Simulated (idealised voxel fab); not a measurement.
Process module, titled voxel self aligned contacts
Cross-section cut: width 185 nm, square cells of 5 nm.
For the purposes of this document, a cross-section shall be understood as a grid of square cells, specified as bands listed in top-to-bottom order, each band consisting of one or more rows of cells.
In this notation a band is specified by the heights of its top and bottom, in that order and in nm, after which its materials appear from left to right, each paired with its width in nm. The word "everywhere" attached to a single material means that material fills the band from edge to edge; the word "empty" stands for empty space.
For the purposes of this specification, 0 denotes the height below which the wafer in its as-received condition is composed wholly of one material, and the lowermost band, lacking a lower limit, extends downward without end, as expressed in "z 0 and below".
Think of "30->40" as a width that walks from the first number to the second as you go down the band, top row to bottom row, taking equal-sized steps from row to row.
The cross-section has no changed cell in any step marked "nothing altered".
"Enclosed void list" - sealed voids, min. 8 cells, no opening to top; format: width x height at distance (distance from left edge; nm throughout).
On each step's line, the part that comes after the settings is the simulator's own comment on the step.
Among the settings permitted on a step's line is "overlay nm"; applied to a step with a mask, it specifies the extent to which the mask lay to the right of its planned position, whereas a negative figure signifies a position to the left.

# Intended process steps
1) RECEIVE, material Si
2) CONFORMAL_DEP, material SiO2, thk nm 5
3) DIRECTIONAL_DEP, material polySi, thk nm 25
4) DIRECTIONAL_DEP, material SiN, thk nm 15
5) PATTERN, tone cover, mask id GATE, material resist, width nm 25, pitch nm 50, thk nm 20, overlay nm 0
6) DIRECTIONAL_ETCH, etch materials SiN, depth nm 15
7) DIRECTIONAL_ETCH, etch materials polySi, depth nm 25
8) STRIP, etch materials resist
9) CONFORMAL_DEP, material SiN, thk nm 5
10) DIRECTIONAL_ETCH, etch materials SiN, depth nm 5
11) FILL_DEP, material SiO2, thk nm 20
12) CMP, height nm 55
13) PATTERN, tone open, mask id CONTACT, material resist, width nm 35, thk nm 15, overlay nm 0
14) DIRECTIONAL_ETCH, etch materials SiO2, depth nm 55
15) STRIP, etch materials resist
16) CONFORMAL_DEP, material TiN, thk nm 5
17) FILL_DEP, material W, thk nm 10
18) CMP, height nm 55
19) CONFORMAL_DEP, material SiN, thk nm 5

# first wafer, as planned

# Cross-section of the wafer at receipt, which is the condition after step 1
  z 0 and below: Si everywhere
  Enclosed void list: none

# Step 2 done - wafer cross-section
  z 5 to 0: SiO2 everywhere
  Beneath the level 0, the cross-section is identical to its previous state.

# Step 3 done - wafer cross-section
  z 30 to 5: polySi everywhere
  Beneath the level 5, the cross-section is identical to its previous state.

# Step 4 done - wafer cross-section
  z 45 to 30: SiN everywhere
  Beneath the level 30, the cross-section is identical to its previous state.

# Step 5 done - wafer cross-section
  z 65 to 45: 55 of empty, 25 of resist, 25 of empty, 25 of resist, 55 of empty
  Beneath the level 45, the cross-section is identical to its previous state.

# Step 6 done - wafer cross-section
  z 65 to 45: 55 of empty, 25 of resist, 25 of empty, 25 of resist, 55 of empty
  z 45 to 30: 55 of empty, 25 of SiN, 25 of empty, 25 of SiN, 55 of empty
  Beneath the level 30, the cross-section is identical to its previous state.

# Step 7 done - wafer cross-section
  z 65 to 45: 55 of empty, 25 of resist, 25 of empty, 25 of resist, 55 of empty
  z 45 to 30: 55 of empty, 25 of SiN, 25 of empty, 25 of SiN, 55 of empty
  z 30 to 5: 55 of empty, 25 of polySi, 25 of empty, 25 of polySi, 55 of empty
  Beneath the level 5, the cross-section is identical to its previous state.

# Step 8 done - wafer cross-section
  z 45 to 30: 55 of empty, 25 of SiN, 25 of empty, 25 of SiN, 55 of empty
  Beneath the level 30, the cross-section is identical to its previous state.

# Step 9 done - wafer cross-section
  z 50 to 30: 50 of empty, 35 of SiN, 15 of empty, 35 of SiN, 50 of empty
  z 30 to 10: 50 of empty, 5 of SiN, 25 of polySi, 5 of SiN, 15 of empty, 5 of SiN, 25 of polySi, 5 of SiN, 50 of empty
  z 10 to 5: 55 of SiN, 25 of polySi, 25 of SiN, 25 of polySi, 55 of SiN
  Beneath the level 5, the cross-section is identical to its previous state.

# Step 10 done - wafer cross-section
  z 45 to 30: 50 of empty, 35 of SiN, 15 of empty, 35 of SiN, 50 of empty
  z 30 to 5: 50 of empty, 5 of SiN, 25 of polySi, 5 of SiN, 15 of empty, 5 of SiN, 25 of polySi, 5 of SiN, 50 of empty
  Beneath the level 5, the cross-section is identical to its previous state.

# Step 11 done - wafer cross-section
  z 65 to 45: SiO2 everywhere
  z 45 to 30: 50 of SiO2, 35 of SiN, 15 of SiO2, 35 of SiN, 50 of SiO2
  z 30 to 5: 50 of SiO2, 5 of SiN, 25 of polySi, 5 of SiN, 15 of SiO2, 5 of SiN, 25 of polySi, 5 of SiN, 50 of SiO2
  Beneath the level 5, the cross-section is identical to its previous state.

# Step 12 done - wafer cross-section
  z 55 to 45: SiO2 everywhere
  Beneath the level 45, the cross-section is identical to its previous state.

# Step 13 done - wafer cross-section
  z 70 to 55: 75 of resist, 35 of empty, 75 of resist
  Beneath the level 55, the cross-section is identical to its previous state.

# Step 14 done - wafer cross-section
  z 70 to 55: 75 of resist, 35 of empty, 75 of resist
  z 55 to 45: 75 of SiO2, 35 of empty, 75 of SiO2
  z 45 to 30: 50 of SiO2, 35 of SiN, 15 of empty, 35 of SiN, 50 of SiO2
  z 30 to 5: 50 of SiO2, 5 of SiN, 25 of polySi, 5 of SiN, 15 of empty, 5 of SiN, 25 of polySi, 5 of SiN, 50 of SiO2
  z 5 to 0: 85 of SiO2, 15 of empty, 85 of SiO2
  Beneath the level 0, the cross-section is identical to its previous state.

# Step 15 done - wafer cross-section
  z 55 to 45: 75 of SiO2, 35 of empty, 75 of SiO2
  Beneath the level 45, the cross-section is identical to its previous state.

# Step 16 done - wafer cross-section
  z 60 to 55: 80 of TiN, 25 of empty, 80 of TiN
  z 55 to 45: 75 of SiO2, 5->15 of TiN, 25->5 of empty, 5->15 of TiN, 75 of SiO2
  z 45 to 30: 50 of SiO2, 35 of SiN, 5 of TiN, 5 of empty, 5 of TiN, 35 of SiN, 50 of SiO2
  z 30 to 5: 50 of SiO2, 5 of SiN, 25 of polySi, 5 of SiN, 5 of TiN, 5 of empty, 5 of TiN, 5 of SiN, 25 of polySi, 5 of SiN, 50 of SiO2
  z 5 to 0: 85 of SiO2, 15 of TiN, 85 of SiO2
  Beneath the level 0, the cross-section is identical to its previous state.

# Step 17 done - wafer cross-section
  z 70 to 60: W everywhere
  z 60 to 55: 80 of TiN, 25 of W, 80 of TiN
  z 55 to 45: 75 of SiO2, 5->15 of TiN, 25->5 of W, 5->15 of TiN, 75 of SiO2
  z 45 to 30: 50 of SiO2, 35 of SiN, 5 of TiN, 5 of W, 5 of TiN, 35 of SiN, 50 of SiO2
  z 30 to 5: 50 of SiO2, 5 of SiN, 25 of polySi, 5 of SiN, 5 of TiN, 5 of W, 5 of TiN, 5 of SiN, 25 of polySi, 5 of SiN, 50 of SiO2
  Beneath the level 5, the cross-section is identical to its previous state.

# Step 18 done - wafer cross-section
  z 55 to 45: 75 of SiO2, 5->15 of TiN, 25->5 of W, 5->15 of TiN, 75 of SiO2
  Beneath the level 45, the cross-section is identical to its previous state.

# Step 19 done - wafer cross-section
  z 60 to 55: SiN everywhere
  Beneath the level 55, the cross-section is identical to its previous state.

# Okay, second wafer. Nothing different at the start, nothing different in the plan, just one mistake somewhere in the running. As far as step 1, counting that step, it's the first wafer all over again

# Cross-section of the second wafer when, according to plan, step 2 should have finished
  z 5 to 0: TiN everywhere
  Beneath the level 0, the cross-section is identical to its previous state.

# Cross-section of the second wafer when, according to plan, step 3 should have finished
  z 30 to 5: polySi everywhere
  Beneath the level 5, the cross-section is identical to its previous state.

# Cross-section of the second wafer when, according to plan, step 4 should have finished
  z 45 to 30: SiN everywhere
  Beneath the level 30, the cross-section is identical to its previous state.

# Cross-section of the second wafer when, according to plan, step 5 should have finished
  z 65 to 45: 55 of empty, 25 of resist, 25 of empty, 25 of resist, 55 of empty
  Beneath the level 45, the cross-section is identical to its previous state.

# Cross-section of the second wafer when, according to plan, step 6 should have finished
  z 65 to 45: 55 of empty, 25 of resist, 25 of empty, 25 of resist, 55 of empty
  z 45 to 30: 55 of empty, 25 of SiN, 25 of empty, 25 of SiN, 55 of empty
  Beneath the level 30, the cross-section is identical to its previous state.

# Cross-section of the second wafer when, according to plan, step 7 should have finished
  z 65 to 45: 55 of empty, 25 of resist, 25 of empty, 25 of resist, 55 of empty
  z 45 to 30: 55 of empty, 25 of SiN, 25 of empty, 25 of SiN, 55 of empty
  z 30 to 5: 55 of empty, 25 of polySi, 25 of empty, 25 of polySi, 55 of empty
  Beneath the level 5, the cross-section is identical to its previous state.

# Cross-section of the second wafer when, according to plan, step 8 should have finished
  z 45 to 30: 55 of empty, 25 of SiN, 25 of empty, 25 of SiN, 55 of empty
  Beneath the level 30, the cross-section is identical to its previous state.

# Cross-section of the second wafer when, according to plan, step 9 should have finished
  z 50 to 30: 50 of empty, 35 of SiN, 15 of empty, 35 of SiN, 50 of empty
  z 30 to 10: 50 of empty, 5 of SiN, 25 of polySi, 5 of SiN, 15 of empty, 5 of SiN, 25 of polySi, 5 of SiN, 50 of empty
  z 10 to 5: 55 of SiN, 25 of polySi, 25 of SiN, 25 of polySi, 55 of SiN
  Beneath the level 5, the cross-section is identical to its previous state.

# Cross-section of the second wafer when, according to plan, step 10 should have finished
  z 45 to 30: 50 of empty, 35 of SiN, 15 of empty, 35 of SiN, 50 of empty
  z 30 to 5: 50 of empty, 5 of SiN, 25 of polySi, 5 of SiN, 15 of empty, 5 of SiN, 25 of polySi, 5 of SiN, 50 of empty
  Beneath the level 5, the cross-section is identical to its previous state.

# Cross-section of the second wafer when, according to plan, step 11 should have finished
  z 65 to 45: SiO2 everywhere
  z 45 to 30: 50 of SiO2, 35 of SiN, 15 of SiO2, 35 of SiN, 50 of SiO2
  z 30 to 5: 50 of SiO2, 5 of SiN, 25 of polySi, 5 of SiN, 15 of SiO2, 5 of SiN, 25 of polySi, 5 of SiN, 50 of SiO2
  Beneath the level 5, the cross-section is identical to its previous state.

# Cross-section of the second wafer when, according to plan, step 12 should have finished
  z 55 to 45: SiO2 everywhere
  Beneath the level 45, the cross-section is identical to its previous state.

# Cross-section of the second wafer when, according to plan, step 13 should have finished
  z 70 to 55: 75 of resist, 35 of empty, 75 of resist
  Beneath the level 55, the cross-section is identical to its previous state.

# Cross-section of the second wafer when, according to plan, step 14 should have finished
  z 70 to 55: 75 of resist, 35 of empty, 75 of resist
  z 55 to 45: 75 of SiO2, 35 of empty, 75 of SiO2
  z 45 to 30: 50 of SiO2, 35 of SiN, 15 of empty, 35 of SiN, 50 of SiO2
  z 30 to 5: 50 of SiO2, 5 of SiN, 25 of polySi, 5 of SiN, 15 of empty, 5 of SiN, 25 of polySi, 5 of SiN, 50 of SiO2
  Beneath the level 5, the cross-section is identical to its previous state.

# Cross-section of the second wafer when, according to plan, step 15 should have finished
  z 55 to 45: 75 of SiO2, 35 of empty, 75 of SiO2
  Beneath the level 45, the cross-section is identical to its previous state.

# Cross-section of the second wafer when, according to plan, step 16 should have finished
  z 60 to 55: 80 of TiN, 25 of empty, 80 of TiN
  z 55 to 45: 75 of SiO2, 5->15 of TiN, 25->5 of empty, 5->15 of TiN, 75 of SiO2
  z 45 to 30: 50 of SiO2, 35 of SiN, 5 of TiN, 5 of empty, 5 of TiN, 35 of SiN, 50 of SiO2
  z 30 to 10: 50 of SiO2, 5 of SiN, 25 of polySi, 5 of SiN, 5 of TiN, 5 of empty, 5 of TiN, 5 of SiN, 25 of polySi, 5 of SiN, 50 of SiO2
  z 10 to 5: 50 of SiO2, 5 of SiN, 25 of polySi, 5 of SiN, 15 of TiN, 5 of SiN, 25 of polySi, 5 of SiN, 50 of SiO2
  Beneath the level 5, the cross-section is identical to its previous state.

# Cross-section of the second wafer when, according to plan, step 17 should have finished
  z 70 to 60: W everywhere
  z 60 to 55: 80 of TiN, 25 of W, 80 of TiN
  z 55 to 45: 75 of SiO2, 5->15 of TiN, 25->5 of W, 5->15 of TiN, 75 of SiO2
  z 45 to 30: 50 of SiO2, 35 of SiN, 5 of TiN, 5 of W, 5 of TiN, 35 of SiN, 50 of SiO2
  z 30 to 10: 50 of SiO2, 5 of SiN, 25 of polySi, 5 of SiN, 5 of TiN, 5 of W, 5 of TiN, 5 of SiN, 25 of polySi, 5 of SiN, 50 of SiO2
  Beneath the level 10, the cross-section is identical to its previous state.

# Cross-section of the second wafer when, according to plan, step 18 should have finished
  z 55 to 45: 75 of SiO2, 5->15 of TiN, 25->5 of W, 5->15 of TiN, 75 of SiO2
  Beneath the level 45, the cross-section is identical to its previous state.

# Cross-section of the second wafer when, according to plan, step 19 should have finished
  z 60 to 55: SiN everywhere
  Beneath the level 55, the cross-section is identical to its previous state.
So what did we get wrong on this run? step 2 went in with a setting other than planned; the actual run was CONFORMAL_DEP, material TiN, thk nm 5
In the final state, the cell counts of the second wafer exceed or fall short of those of the first for the following materials: SiO2: 34 fewer, TiN: 35 more, W: 1 fewer
